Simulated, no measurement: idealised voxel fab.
A process module follows: voxel air gaps.
Square cells of 5 nm make up the cross-section cut, whose width is 280 nm.
A cross-section is a grid of square cells, given in bands from the top down. A band is one or more rows of cells. It is stipulated that each band's entry specify, in nanometres, the height of the top of the band and then that of its bottom, followed by the materials of the band in left-to-right sequence, each together with its width in nanometres. A single material marked by the word "edge to edge" is understood to fill the band from edge to edge; the word "blank" is understood to denote empty space. Below 0: as-received wafer, all one material; heights counted from there. Lowest band: no bottom, goes on down, written "0 down". Top row gets the first number, bottom row gets the second, and each row in between changes by the same step: that is how a band width like "30..40" works. It should be understood that the words "everything unchanged", when stated for a given step, signify that the cross-section underwent no change in any of its cells during that step. Closed empty spaces (no open way to the top) of 8 cells or more are what "Sealed void list" lists, each as width x height at distance from the left edge, nm for all three. Anything after a step's settings on that line? It's the simulator's own note about the step. overlay nm: right-of-plan distance of the mask on a masked step; negative values mean left-of-plan. Note: before/after cross-section pairs follow, one process step per pair, after-side truncated at the lowest changed band, step and settings given beneath. Different runs of this module on the same starting wafer may supply the pairs; a pair continues the one above only where the "Geometry before processing" entry says so.

GEOMETRY BEFORE PROCESSING
	0 down = Si edge to edge
	Sealed void list: none

SECTIONAL RESULT
	15 to 0 = SiO2 edge to edge
	Everything under 0 stays put, no change at all.
	Sealed void list: none
Process step (between the before and after cross-sections above): CONFORMAL_DEP, material SiO2, thk nm 15

Geometry before processing: The pre-step condition corresponds to the post-step cross-section depicted in the pair directly above.

SECTIONAL RESULT
	20 to 15 = SiCN edge to edge
	Everything under 15 stays put, no change at all.
	Sealed void list: none
Process step (between the before and after cross-sections above): CONFORMAL_DEP, material SiCN, thk nm 5

Geometry before processing: The pre-step condition corresponds to the post-step cross-section depicted in the pair directly above.

SECTIONAL RESULT
	50 to 20 = SiO2 edge to edge
	Everything under 20 stays put, no change at all.
	Sealed void list: none
Process step (between the before and after cross-sections above): DIRECTIONAL_DEP, material SiO2, thk nm 30

Geometry before processing: The pre-step condition corresponds to the post-step cross-section depicted in the pair directly above.

SECTIONAL RESULT
	60 to 50 = aC edge to edge
	Everything under 50 stays put, no change at all.
	Sealed void list: none
Process step (between the before and after cross-sections above): DIRECTIONAL_DEP, material aC, thk nm 10

Geometry before processing: The pre-step condition corresponds to the post-step cross-section depicted in the pair directly above.

SECTIONAL RESULT
	90 to 60 = 70 of resist; 15 of blank; 25 of resist; 15 of blank; 25 of resist; 15 of blank; 25 of resist; 15 of blank; 75 of resist
	Everything under 60 stays put, no change at all.
	Sealed void list: none
Process step (between the before and after cross-sections above): PATTERN, tone open, mask id LINES, material resist, width nm 15, pitch nm 40, thk nm 30, overlay nm 0

Geometry before processing: The pre-step condition corresponds to the post-step cross-section depicted in the pair directly above.

SECTIONAL RESULT
	80 to 60 = 70 of resist; 15 of blank; 25 of resist; 15 of blank; 25 of resist; 15 of blank; 25 of resist; 15 of blank; 75 of resist
	60 to 50 = 70 of aC; 15 of blank; 25 of aC; 15 of blank; 25 of aC; 15 of blank; 25 of aC; 15 of blank; 75 of aC
	Everything under 50 stays put, no change at all.
	Sealed void list: none
Process step (between the before and after cross-sections above): DIRECTIONAL_ETCH, etch materials aC, depth nm 10

Geometry before processing: The pre-step condition corresponds to the post-step cross-section depicted in the pair directly above.

SECTIONAL RESULT
	60 to 50 = 70 of aC; 15 of blank; 25 of aC; 15 of blank; 25 of aC; 15 of blank; 25 of aC; 15 of blank; 75 of aC
	Everything under 50 stays put, no change at all.
	Sealed void list: none
Process step (between the before and after cross-sections above): STRIP, etch materials resist

Geometry before processing: The pre-step condition corresponds to the post-step cross-section depicted in the pair directly above.

SECTIONAL RESULT
	60 to 50 = 70 of aC; 15 of blank; 25 of aC; 15 of blank; 25 of aC; 15 of blank; 25 of aC; 15 of blank; 75 of aC
	50 to 20 = 70 of SiO2; 15 of blank; 25 of SiO2; 15 of blank; 25 of SiO2; 15 of blank; 25 of SiO2; 15 of blank; 75 of SiO2
	Everything under 20 stays put, no change at all.
	Sealed void list: none
Process step (between the before and after cross-sections above): DIRECTIONAL_ETCH, etch materials SiO2, depth nm 30

Geometry before processing: The pre-step condition corresponds to the post-step cross-section depicted in the pair directly above.

SECTIONAL RESULT
	50 to 20 = 70 of SiO2; 15 of blank; 25 of SiO2; 15 of blank; 25 of SiO2; 15 of blank; 25 of SiO2; 15 of blank; 75 of SiO2
	Everything under 20 stays put, no change at all.
	Sealed void list: none
Process step (between the before and after cross-sections above): STRIP, etch materials aC

Geometry before processing: The pre-step condition corresponds to the post-step cross-section depicted in the pair directly above.

SECTIONAL RESULT
	55 to 50 = 75 of TiN; 5 of blank; 35 of TiN; 5 of blank; 35 of TiN; 5 of blank; 35 of TiN; 5 of blank; 80 of TiN
	50 to 25 = 70 of SiO2; 5 of TiN; 5 of blank; 5 of TiN; 25 of SiO2; 5 of TiN; 5 of blank; 5 of TiN; 25 of SiO2; 5 of TiN; 5 of blank; 5 of TiN; 25 of SiO2; 5 of TiN; 5 of blank; 5 of TiN; 75 of SiO2
	25 to 20 = 70 of SiO2; 15 of TiN; 25 of SiO2; 15 of TiN; 25 of SiO2; 15 of TiN; 25 of SiO2; 15 of TiN; 75 of SiO2
	Everything under 20 stays put, no change at all.
	Sealed void list: none
Process step (between the before and after cross-sections above): CONFORMAL_DEP, material TiN, thk nm 5

Geometry before processing: The pre-step condition corresponds to the post-step cross-section depicted in the pair directly above.

SECTIONAL RESULT
	60 to 55 = Cu edge to edge
	55 to 50 = 75 of TiN; 5 of Cu; 35 of TiN; 5 of Cu; 35 of TiN; 5 of Cu; 35 of TiN; 5 of Cu; 80 of TiN
	50 to 25 = 70 of SiO2; 5 of TiN; 5 of Cu; 5 of TiN; 25 of SiO2; 5 of TiN; 5 of Cu; 5 of TiN; 25 of SiO2; 5 of TiN; 5 of Cu; 5 of TiN; 25 of SiO2; 5 of TiN; 5 of Cu; 5 of TiN; 75 of SiO2
	Everything under 25 stays put, no change at all.
	Sealed void list: none
Process step (between the before and after cross-sections above): FILL_DEP, material Cu, thk nm 5

Geometry before processing: The pre-step condition corresponds to the post-step cross-section depicted in the pair directly above.

SECTIONAL RESULT
	50 to 25 = 70 of SiO2; 5 of TiN; 5 of Cu; 5 of TiN; 25 of SiO2; 5 of TiN; 5 of Cu; 5 of TiN; 25 of SiO2; 5 of TiN; 5 of Cu; 5 of TiN; 25 of SiO2; 5 of TiN; 5 of Cu; 5 of TiN; 75 of SiO2
	Everything under 25 stays put, no change at all.
	Sealed void list: none
Process step (between the before and after cross-sections above): CMP, height nm 50

Geometry before processing: The pre-step condition corresponds to the post-step cross-section depicted in the pair directly above.

SECTIONAL RESULT
	60 to 50 = 60 of blank; 35 of Ru; 5 of blank; 35 of Ru; 5 of blank; 35 of Ru; 5 of blank; 35 of Ru; 65 of blank
	Everything under 50 stays put, no change at all.
	Sealed void list: none
Process step (between the before and after cross-sections above): EPI, material Ru, thk nm 10

Geometry before processing: The pre-step condition corresponds to the post-step cross-section depicted in the pair directly above.

SECTIONAL RESULT
	60 to 50 = 60 of blank; 35 of Ru; 5 of blank; 35 of Ru; 5 of blank; 35 of Ru; 5 of blank; 35 of Ru; 65 of blank
	50 to 25 = 70 of blank; 5 of TiN; 5 of Cu; 5 of TiN; 25 of blank; 5 of TiN; 5 of Cu; 5 of TiN; 25 of blank; 5 of TiN; 5 of Cu; 5 of TiN; 25 of blank; 5 of TiN; 5 of Cu; 5 of TiN; 75 of blank
	25 to 20 = 70 of blank; 15 of TiN; 25 of blank; 15 of TiN; 25 of blank; 15 of TiN; 25 of blank; 15 of TiN; 75 of blank
	Everything under 20 stays put, no change at all.
	Sealed void list: none
Process step (between the before and after cross-sections above): SELECTIVE_ETCH, etch materials SiO2, depth nm 40

Geometry before processing: The pre-step condition corresponds to the post-step cross-section depicted in the pair directly above.

SECTIONAL RESULT
	65 to 60 = 55 of blank; 165 of SiCN; 60 of blank
	60 to 50 = 55 of blank; 5 of SiCN; 35 of Ru; 5 of SiCN; 35 of Ru; 5 of SiCN; 35 of Ru; 5 of SiCN; 35 of Ru; 5 of SiCN; 60 of blank
	50 to 45 = 55 of blank; 15 of SiCN; 5 of TiN; 5 of Cu; 5 of TiN; 25 of SiCN; 5 of TiN; 5 of Cu; 5 of TiN; 25 of SiCN; 5 of TiN; 5 of Cu; 5 of TiN; 25 of SiCN; 5 of TiN; 5 of Cu; 5 of TiN; 15 of SiCN; 60 of blank
	45 to 25 = 65 of blank; 5 of SiCN; 5 of TiN; 5 of Cu; 5 of TiN; 5 of SiCN; 15 of blank; 5 of SiCN; 5 of TiN; 5 of Cu; 5 of TiN; 5 of SiCN; 15 of blank; 5 of SiCN; 5 of TiN; 5 of Cu; 5 of TiN; 5 of SiCN; 15 of blank; 5 of SiCN; 5 of TiN; 5 of Cu; 5 of TiN; 5 of SiCN; 70 of blank
	25 to 20 = 70 of SiCN; 15 of TiN; 25 of SiCN; 15 of TiN; 25 of SiCN; 15 of TiN; 25 of SiCN; 15 of TiN; 75 of SiCN
	Everything under 20 stays put, no change at all.
	Sealed void list: 15 x 20 at 90; 15 x 20 at 130; 15 x 20 at 170
Process step (between the before and after cross-sections above): CONFORMAL_DEP, material SiCN, thk nm 5

GEOMETRY BEFORE PROCESSING
	60 to 50 = 60 of blank; 35 of Ru; 5 of blank; 35 of Ru; 5 of blank; 35 of Ru; 5 of blank; 35 of Ru; 65 of blank
	50 to 25 = 70 of SiO2; 5 of TiN; 5 of Cu; 5 of TiN; 25 of SiO2; 5 of TiN; 5 of Cu; 5 of TiN; 25 of SiO2; 5 of TiN; 5 of Cu; 5 of TiN; 25 of SiO2; 5 of TiN; 5 of Cu; 5 of TiN; 75 of SiO2
	25 to 20 = 70 of SiO2; 15 of TiN; 25 of SiO2; 15 of TiN; 25 of SiO2; 15 of TiN; 25 of SiO2; 15 of TiN; 75 of SiO2
	20 to 15 = SiCN edge to edge
	15 to 0 = SiO2 edge to edge
	0 down = Si edge to edge
	Sealed void list: none

SECTIONAL RESULT
	70 to 50 = 50 of blank; 175 of Ru; 55 of blank
	Everything under 50 stays put, no change at all.
	Sealed void list: none
Process step (between the before and after cross-sections above): EPI, material Ru, thk nm 10

Geometry before processing: The pre-step condition corresponds to the post-step cross-section depicted in the pair directly above.

SECTIONAL RESULT
	70 to 50 = 50 of blank; 175 of Ru; 55 of blank
	50 to 25 = 70 of blank; 5 of TiN; 5 of Cu; 5 of TiN; 25 of SiO2; 5 of TiN; 5 of Cu; 5 of TiN; 25 of SiO2; 5 of TiN; 5 of Cu; 5 of TiN; 25 of SiO2; 5 of TiN; 5 of Cu; 5 of TiN; 75 of blank
	25 to 20 = 70 of blank; 15 of TiN; 25 of SiO2; 15 of TiN; 25 of SiO2; 15 of TiN; 25 of SiO2; 15 of TiN; 75 of blank
	Everything under 20 stays put, no change at all.
	Sealed void list: none
Process step (between the before and after cross-sections above): SELECTIVE_ETCH, etch materials SiO2, depth nm 40

Geometry before processing: The pre-step condition corresponds to the post-step cross-section depicted in the pair directly above.

SECTIONAL RESULT
	75 to 70 = 45 of blank; 185 of SiCN; 50 of blank
	70 to 50 = 45 of blank; 5 of SiCN; 175 of Ru; 5 of SiCN; 50 of blank
	50 to 45 = 45 of blank; 25 of SiCN; 5 of TiN; 5 of Cu; 5 of TiN; 25 of SiO2; 5 of TiN; 5 of Cu; 5 of TiN; 25 of SiO2; 5 of TiN; 5 of Cu; 5 of TiN; 25 of SiO2; 5 of TiN; 5 of Cu; 5 of TiN; 25 of SiCN; 50 of blank
	45 to 25 = 65 of blank; 5 of SiCN; 5 of TiN; 5 of Cu; 5 of TiN; 25 of SiO2; 5 of TiN; 5 of Cu; 5 of TiN; 25 of SiO2; 5 of TiN; 5 of Cu; 5 of TiN; 25 of SiO2; 5 of TiN; 5 of Cu; 5 of TiN; 5 of SiCN; 70 of blank
	25 to 20 = 70 of SiCN; 15 of TiN; 25 of SiO2; 15 of TiN; 25 of SiO2; 15 of TiN; 25 of SiO2; 15 of TiN; 75 of SiCN
	Everything under 20 stays put, no change at all.
	Sealed void list: none
Process step (between the before and after cross-sections above): CONFORMAL_DEP, material SiCN, thk nm 5

GEOMETRY BEFORE PROCESSING
	50 to 25 = 70 of SiO2; 5 of TiN; 5 of Cu; 5 of TiN; 25 of SiO2; 5 of TiN; 5 of Cu; 5 of TiN; 25 of SiO2; 5 of TiN; 5 of Cu; 5 of TiN; 25 of SiO2; 5 of TiN; 5 of Cu; 5 of TiN; 75 of SiO2
	25 to 20 = 70 of SiO2; 15 of TiN; 25 of SiO2; 15 of TiN; 25 of SiO2; 15 of TiN; 25 of SiO2; 15 of TiN; 75 of SiO2
	20 to 15 = SiCN edge to edge
	15 to 0 = SiO2 edge to edge
	0 down = Si edge to edge
	Sealed void list: none

SECTIONAL RESULT
	50 to 25 = 70 of blank; 5 of TiN; 5 of Cu; 5 of TiN; 25 of blank; 5 of TiN; 5 of Cu; 5 of TiN; 25 of blank; 5 of TiN; 5 of Cu; 5 of TiN; 25 of blank; 5 of TiN; 5 of Cu; 5 of TiN; 75 of blank
	25 to 20 = 70 of blank; 15 of TiN; 25 of blank; 15 of TiN; 25 of blank; 15 of TiN; 25 of blank; 15 of TiN; 75 of blank
	Everything under 20 stays put, no change at all.
	Sealed void list: none
Process step (between the before and after cross-sections above): SELECTIVE_ETCH, etch materials SiO2, depth nm 40

Geometry before processing: The pre-step condition corresponds to the post-step cross-section depicted in the pair directly above.

SECTIONAL RESULT
	60 to 50 = 60 of blank; 35 of Ru; 5 of blank; 35 of Ru; 5 of blank; 35 of Ru; 5 of blank; 35 of Ru; 65 of blank
	50 to 25 = 60 of blank; 10 of Ru; 5 of TiN; 5 of Cu; 5 of TiN; 10 of Ru; 5 of blank; 10 of Ru; 5 of TiN; 5 of Cu; 5 of TiN; 10 of Ru; 5 of blank; 10 of Ru; 5 of TiN; 5 of Cu; 5 of TiN; 10 of Ru; 5 of blank; 10 of Ru; 5 of TiN; 5 of Cu; 5 of TiN; 10 of Ru; 65 of blank
	25 to 20 = 60 of blank; 10 of Ru; 15 of TiN; 10 of Ru; 5 of blank; 10 of Ru; 15 of TiN; 10 of Ru; 5 of blank; 10 of Ru; 15 of TiN; 10 of Ru; 5 of blank; 10 of Ru; 15 of TiN; 10 of Ru; 65 of blank
	Everything under 20 stays put, no change at all.
	Sealed void list: none
Process step (between the before and after cross-sections above): EPI, material Ru, thk nm 10

Geometry before processing: The pre-step condition corresponds to the post-step cross-section depicted in the pair directly above.

SECTIONAL RESULT
	65 to 60 = 55 of blank; 165 of SiCN; 60 of blank
	60 to 50 = 55 of blank; 5 of SiCN; 35 of Ru; 5 of SiCN; 35 of Ru; 5 of SiCN; 35 of Ru; 5 of SiCN; 35 of Ru; 5 of SiCN; 60 of blank
	50 to 25 = 55 of blank; 5 of SiCN; 10 of Ru; 5 of TiN; 5 of Cu; 5 of TiN; 10 of Ru; 5 of SiCN; 10 of Ru; 5 of TiN; 5 of Cu; 5 of TiN; 10 of Ru; 5 of SiCN; 10 of Ru; 5 of TiN; 5 of Cu; 5 of TiN; 10 of Ru; 5 of SiCN; 10 of Ru; 5 of TiN; 5 of Cu; 5 of TiN; 10 of Ru; 5 of SiCN; 60 of blank
	25 to 20 = 60 of SiCN; 10 of Ru; 15 of TiN; 10 of Ru; 5 of SiCN; 10 of Ru; 15 of TiN; 10 of Ru; 5 of SiCN; 10 of Ru; 15 of TiN; 10 of Ru; 5 of SiCN; 10 of Ru; 15 of TiN; 10 of Ru; 65 of SiCN
	Everything under 20 stays put, no change at all.
	Sealed void list: none
Process step (between the before and after cross-sections above): CONFORMAL_DEP, material SiCN, thk nm 5

GEOMETRY BEFORE PROCESSING
	60 to 50 = 60 of blank; 35 of Ru; 5 of blank; 35 of Ru; 5 of blank; 35 of Ru; 5 of blank; 35 of Ru; 65 of blank
	50 to 25 = 70 of blank; 5 of TiN; 5 of Cu; 5 of TiN; 25 of blank; 5 of TiN; 5 of Cu; 5 of TiN; 25 of blank; 5 of TiN; 5 of Cu; 5 of TiN; 25 of blank; 5 of TiN; 5 of Cu; 5 of TiN; 75 of blank
	25 to 20 = 70 of blank; 15 of TiN; 25 of blank; 15 of TiN; 25 of blank; 15 of TiN; 25 of blank; 15 of TiN; 75 of blank
	20 to 15 = SiCN edge to edge
	15 to 0 = SiO2 edge to edge
	0 down = Si edge to edge
	Sealed void list: none

SECTIONAL RESULT
	75 to 60 = 45 of blank; 185 of SiCN; 50 of blank
	60 to 50 = 45 of blank; 15 of SiCN; 35 of Ru; 5 of SiCN; 35 of Ru; 5 of SiCN; 35 of Ru; 5 of SiCN; 35 of Ru; 15 of SiCN; 50 of blank
	50 to 45 = 45 of blank; 25 of SiCN; 5 of TiN; 5 of Cu; 5 of TiN; 25 of SiCN; 5 of TiN; 5 of Cu; 5 of TiN; 25 of SiCN; 5 of TiN; 5 of Cu; 5 of TiN; 25 of SiCN; 5 of TiN; 5 of Cu; 5 of TiN; 25 of SiCN; 50 of blank
	45 to 35 = 45 of blank; 25 of SiCN; 5 of TiN; 5 of Cu; 5 of TiN; 5 of SiCN; 15 of blank; 5 of SiCN; 5 of TiN; 5 of Cu; 5 of TiN; 5 of SiCN; 15 of blank; 5 of SiCN; 5 of TiN; 5 of Cu; 5 of TiN; 5 of SiCN; 15 of blank; 5 of SiCN; 5 of TiN; 5 of Cu; 5 of TiN; 25 of SiCN; 50 of blank
	35 to 25 = 70 of SiCN; 5 of TiN; 5 of Cu; 5 of TiN; 5 of SiCN; 15 of blank; 5 of SiCN; 5 of TiN; 5 of Cu; 5 of TiN; 5 of SiCN; 15 of blank; 5 of SiCN; 5 of TiN; 5 of Cu; 5 of TiN; 5 of SiCN; 15 of blank; 5 of SiCN; 5 of TiN; 5 of Cu; 5 of TiN; 75 of SiCN
	25 to 20 = 70 of SiCN; 15 of TiN; 25 of SiCN; 15 of TiN; 25 of SiCN; 15 of TiN; 25 of SiCN; 15 of TiN; 75 of SiCN
	Everything under 20 stays put, no change at all.
	Sealed void list: 15 x 20 at 90; 15 x 20 at 130; 15 x 20 at 170
Process step (between the before and after cross-sections above): CONFORMAL_DEP, material SiCN, thk nm 15

GEOMETRY BEFORE PROCESSING
	60 to 50 = aC edge to edge
	50 to 20 = SiO2 edge to edge
	20 to 15 = SiCN edge to edge
	15 to 0 = SiO2 edge to edge
	0 down = Si edge to edge
	Sealed void list: none

SECTIONAL RESULT
	90 to 60 = 70 of resist; 20 of blank; 20 of resist; 20 of blank; 20 of resist; 20 of blank; 20 of resist; 20 of blank; 70 of resist
	Everything under 60 stays put, no change at all.
	Sealed void list: none
Process step (between the before and after cross-sections above): PATTERN, tone open, mask id LINES, material resist, width nm 20, pitch nm 40, thk nm 30, overlay nm 0

Geometry before processing: The pre-step condition corresponds to the post-step cross-section depicted in the pair directly above.

SECTIONAL RESULT
	80 to 60 = 70 of resist; 20 of blank; 20 of resist; 20 of blank; 20 of resist; 20 of blank; 20 of resist; 20 of blank; 70 of resist
	60 to 50 = 70 of aC; 20 of blank; 20 of aC; 20 of blank; 20 of aC; 20 of blank; 20 of aC; 20 of blank; 70 of aC
	Everything under 50 stays put, no change at all.
	Sealed void list: none
Process step (between the before and after cross-sections above): DIRECTIONAL_ETCH, etch materials aC, depth nm 10

Geometry before processing: The pre-step condition corresponds to the post-step cross-section depicted in the pair directly above.

SECTIONAL RESULT
	60 to 50 = 70 of aC; 20 of blank; 20 of aC; 20 of blank; 20 of aC; 20 of blank; 20 of aC; 20 of blank; 70 of aC
	Everything under 50 stays put, no change at all.
	Sealed void list: none
Process step (between the before and after cross-sections above): STRIP, etch materials resist

Geometry before processing: The pre-step condition corresponds to the post-step cross-section depicted in the pair directly above.

SECTIONAL RESULT
	60 to 50 = 70 of aC; 20 of blank; 20 of aC; 20 of blank; 20 of aC; 20 of blank; 20 of aC; 20 of blank; 70 of aC
	50 to 20 = 70 of SiO2; 20 of blank; 20 of SiO2; 20 of blank; 20 of SiO2; 20 of blank; 20 of SiO2; 20 of blank; 70 of SiO2
	Everything under 20 stays put, no change at all.
	Sealed void list: none
Process step (between the before and after cross-sections above): DIRECTIONAL_ETCH, etch materials SiO2, depth nm 30

Geometry before processing: The pre-step condition corresponds to the post-step cross-section depicted in the pair directly above.

SECTIONAL RESULT
	50 to 20 = 70 of SiO2; 20 of blank; 20 of SiO2; 20 of blank; 20 of SiO2; 20 of blank; 20 of SiO2; 20 of blank; 70 of SiO2
	Everything under 20 stays put, no change at all.
	Sealed void list: none
Process step (between the before and after cross-sections above): STRIP, etch materials aC

Geometry before processing: The pre-step condition corresponds to the post-step cross-section depicted in the pair directly above.

SECTIONAL RESULT
	55 to 50 = 75 of TiN; 10 of blank; 30 of TiN; 10 of blank; 30 of TiN; 10 of blank; 30 of TiN; 10 of blank; 75 of TiN
	50 to 25 = 70 of SiO2; 5 of TiN; 10 of blank; 5 of TiN; 20 of SiO2; 5 of TiN; 10 of blank; 5 of TiN; 20 of SiO2; 5 of TiN; 10 of blank; 5 of TiN; 20 of SiO2; 5 of TiN; 10 of blank; 5 of TiN; 70 of SiO2
	25 to 20 = 70 of SiO2; 20 of TiN; 20 of SiO2; 20 of TiN; 20 of SiO2; 20 of TiN; 20 of SiO2; 20 of TiN; 70 of SiO2
	Everything under 20 stays put, no change at all.
	Sealed void list: none
Process step (between the before and after cross-sections above): CONFORMAL_DEP, material TiN, thk nm 5

Geometry before processing: The pre-step condition corresponds to the post-step cross-section depicted in the pair directly above.

SECTIONAL RESULT
	60 to 55 = Cu edge to edge
	55 to 50 = 75 of TiN; 10 of Cu; 30 of TiN; 10 of Cu; 30 of TiN; 10 of Cu; 30 of TiN; 10 of Cu; 75 of TiN
	50 to 25 = 70 of SiO2; 5 of TiN; 10 of Cu; 5 of TiN; 20 of SiO2; 5 of TiN; 10 of Cu; 5 of TiN; 20 of SiO2; 5 of TiN; 10 of Cu; 5 of TiN; 20 of SiO2; 5 of TiN; 10 of Cu; 5 of TiN; 70 of SiO2
	Everything under 25 stays put, no change at all.
	Sealed void list: none
Process step (between the before and after cross-sections above): FILL_DEP, material Cu, thk nm 5

Geometry before processing: The pre-step condition corresponds to the post-step cross-section depicted in the pair directly above.

SECTIONAL RESULT
	50 to 25 = 70 of SiO2; 5 of TiN; 10 of Cu; 5 of TiN; 20 of SiO2; 5 of TiN; 10 of Cu; 5 of TiN; 20 of SiO2; 5 of TiN; 10 of Cu; 5 of TiN; 20 of SiO2; 5 of TiN; 10 of Cu; 5 of TiN; 70 of SiO2
	Everything under 25 stays put, no change at all.
	Sealed void list: none
Process step (between the before and after cross-sections above): CMP, height nm 50

Geometry before processing: The pre-step condition corresponds to the post-step cross-section depicted in the pair directly above.

SECTIONAL RESULT
	60 to 50 = 60 of blank; 160 of Ru; 60 of blank
	Everything under 50 stays put, no change at all.
	Sealed void list: none
Process step (between the before and after cross-sections above): EPI, material Ru, thk nm 10

Geometry before processing: The pre-step condition corresponds to the post-step cross-section depicted in the pair directly above.

SECTIONAL RESULT
	60 to 50 = 60 of blank; 160 of Ru; 60 of blank
	50 to 25 = 70 of blank; 5 of TiN; 10 of Cu; 5 of TiN; 20 of SiO2; 5 of TiN; 10 of Cu; 5 of TiN; 20 of SiO2; 5 of TiN; 10 of Cu; 5 of TiN; 20 of SiO2; 5 of TiN; 10 of Cu; 5 of TiN; 70 of blank
	25 to 20 = 70 of blank; 20 of TiN; 20 of SiO2; 20 of TiN; 20 of SiO2; 20 of TiN; 20 of SiO2; 20 of TiN; 70 of blank
	Everything under 20 stays put, no change at all.
	Sealed void list: none
Process step (between the before and after cross-sections above): SELECTIVE_ETCH, etch materials SiO2, depth nm 40

Geometry before processing: The pre-step condition corresponds to the post-step cross-section depicted in the pair directly above.

SECTIONAL RESULT
	65 to 60 = 55 of blank; 170 of SiCN; 55 of blank
	60 to 50 = 55 of blank; 5 of SiCN; 160 of Ru; 5 of SiCN; 55 of blank
	50 to 45 = 55 of blank; 15 of SiCN; 5 of TiN; 10 of Cu; 5 of TiN; 20 of SiO2; 5 of TiN; 10 of Cu; 5 of TiN; 20 of SiO2; 5 of TiN; 10 of Cu; 5 of TiN; 20 of SiO2; 5 of TiN; 10 of Cu; 5 of TiN; 15 of SiCN; 55 of blank
	45 to 25 = 65 of blank; 5 of SiCN; 5 of TiN; 10 of Cu; 5 of TiN; 20 of SiO2; 5 of TiN; 10 of Cu; 5 of TiN; 20 of SiO2; 5 of TiN; 10 of Cu; 5 of TiN; 20 of SiO2; 5 of TiN; 10 of Cu; 5 of TiN; 5 of SiCN; 65 of blank
	25 to 20 = 70 of SiCN; 20 of TiN; 20 of SiO2; 20 of TiN; 20 of SiO2; 20 of TiN; 20 of SiO2; 20 of TiN; 70 of SiCN
	Everything under 20 stays put, no change at all.
	Sealed void list: none
Process step (between the before and after cross-sections above): CONFORMAL_DEP, material SiCN, thk nm 5

GEOMETRY BEFORE PROCESSING
	60 to 50 = aC edge to edge
	50 to 20 = SiO2 edge to edge
	20 to 15 = SiCN edge to edge
	15 to 0 = SiO2 edge to edge
	0 down = Si edge to edge
	Sealed void list: none

SECTIONAL RESULT
	90 to 60 = 75 of resist; 15 of blank; 25 of resist; 15 of blank; 25 of resist; 15 of blank; 25 of resist; 15 of blank; 70 of resist
	Everything under 60 stays put, no change at all.
	Sealed void list: none
Process step (between the before and after cross-sections above): PATTERN, tone open, mask id LINES, material resist, width nm 15, pitch nm 40, thk nm 30, overlay nm 5

Geometry before processing: The pre-step condition corresponds to the post-step cross-section depicted in the pair directly above.

SECTIONAL RESULT
	80 to 60 = 75 of resist; 15 of blank; 25 of resist; 15 of blank; 25 of resist; 15 of blank; 25 of resist; 15 of blank; 70 of resist
	60 to 50 = 75 of aC; 15 of blank; 25 of aC; 15 of blank; 25 of aC; 15 of blank; 25 of aC; 15 of blank; 70 of aC
	Everything under 50 stays put, no change at all.
	Sealed void list: none
Process step (between the before and after cross-sections above): DIRECTIONAL_ETCH, etch materials aC, depth nm 10

Geometry before processing: The pre-step condition corresponds to the post-step cross-section depicted in the pair directly above.

SECTIONAL RESULT
	60 to 50 = 75 of aC; 15 of blank; 25 of aC; 15 of blank; 25 of aC; 15 of blank; 25 of aC; 15 of blank; 70 of aC
	Everything under 50 stays put, no change at all.
	Sealed void list: none
Process step (between the before and after cross-sections above): STRIP, etch materials resist

Geometry before processing: The pre-step condition corresponds to the post-step cross-section depicted in the pair directly above.

SECTIONAL RESULT
	60 to 50 = 75 of aC; 15 of blank; 25 of aC; 15 of blank; 25 of aC; 15 of blank; 25 of aC; 15 of blank; 70 of aC
	50 to 20 = 75 of SiO2; 15 of blank; 25 of SiO2; 15 of blank; 25 of SiO2; 15 of blank; 25 of SiO2; 15 of blank; 70 of SiO2
	Everything under 20 stays put, no change at all.
	Sealed void list: none
Process step (between the before and after cross-sections above): DIRECTIONAL_ETCH, etch materials SiO2, depth nm 30

Geometry before processing: The pre-step condition corresponds to the post-step cross-section depicted in the pair directly above.

SECTIONAL RESULT
	50 to 20 = 75 of SiO2; 15 of blank; 25 of SiO2; 15 of blank; 25 of SiO2; 15 of blank; 25 of SiO2; 15 of blank; 70 of SiO2
	Everything under 20 stays put, no change at all.
	Sealed void list: none
Process step (between the before and after cross-sections above): STRIP, etch materials aC

Geometry before processing: The pre-step condition corresponds to the post-step cross-section depicted in the pair directly above.

SECTIONAL RESULT
	55 to 50 = 80 of TiN; 5 of blank; 35 of TiN; 5 of blank; 35 of TiN; 5 of blank; 35 of TiN; 5 of blank; 75 of TiN
	50 to 25 = 75 of SiO2; 5 of TiN; 5 of blank; 5 of TiN; 25 of SiO2; 5 of TiN; 5 of blank; 5 of TiN; 25 of SiO2; 5 of TiN; 5 of blank; 5 of TiN; 25 of SiO2; 5 of TiN; 5 of blank; 5 of TiN; 70 of SiO2
	25 to 20 = 75 of SiO2; 15 of TiN; 25 of SiO2; 15 of TiN; 25 of SiO2; 15 of TiN; 25 of SiO2; 15 of TiN; 70 of SiO2
	Everything under 20 stays put, no change at all.
	Sealed void list: none
Process step (between the before and after cross-sections above): CONFORMAL_DEP, material TiN, thk nm 5

Geometry before processing: The pre-step condition corresponds to the post-step cross-section depicted in the pair directly above.

SECTIONAL RESULT
	60 to 55 = Cu edge to edge
	55 to 50 = 80 of TiN; 5 of Cu; 35 of TiN; 5 of Cu; 35 of TiN; 5 of Cu; 35 of TiN; 5 of Cu; 75 of TiN
	50 to 25 = 75 of SiO2; 5 of TiN; 5 of Cu; 5 of TiN; 25 of SiO2; 5 of TiN; 5 of Cu; 5 of TiN; 25 of SiO2; 5 of TiN; 5 of Cu; 5 of TiN; 25 of SiO2; 5 of TiN; 5 of Cu; 5 of TiN; 70 of SiO2
	Everything under 25 stays put, no change at all.
	Sealed void list: none
Process step (between the before and after cross-sections above): FILL_DEP, material Cu, thk nm 5

Geometry before processing: The pre-step condition corresponds to the post-step cross-section depicted in the pair directly above.

SECTIONAL RESULT
	50 to 25 = 75 of SiO2; 5 of TiN; 5 of Cu; 5 of TiN; 25 of SiO2; 5 of TiN; 5 of Cu; 5 of TiN; 25 of SiO2; 5 of TiN; 5 of Cu; 5 of TiN; 25 of SiO2; 5 of TiN; 5 of Cu; 5 of TiN; 70 of SiO2
	Everything under 25 stays put, no change at all.
	Sealed void list: none
Process step (between the before and after cross-sections above): CMP, height nm 50

Geometry before processing: The pre-step condition corresponds to the post-step cross-section depicted in the pair directly above.

SECTIONAL RESULT
	60 to 50 = 65 of blank; 35 of Ru; 5 of blank; 35 of Ru; 5 of blank; 35 of Ru; 5 of blank; 35 of Ru; 60 of blank
	Everything under 50 stays put, no change at all.
	Sealed void list: none
Process step (between the before and after cross-sections above): EPI, material Ru, thk nm 10
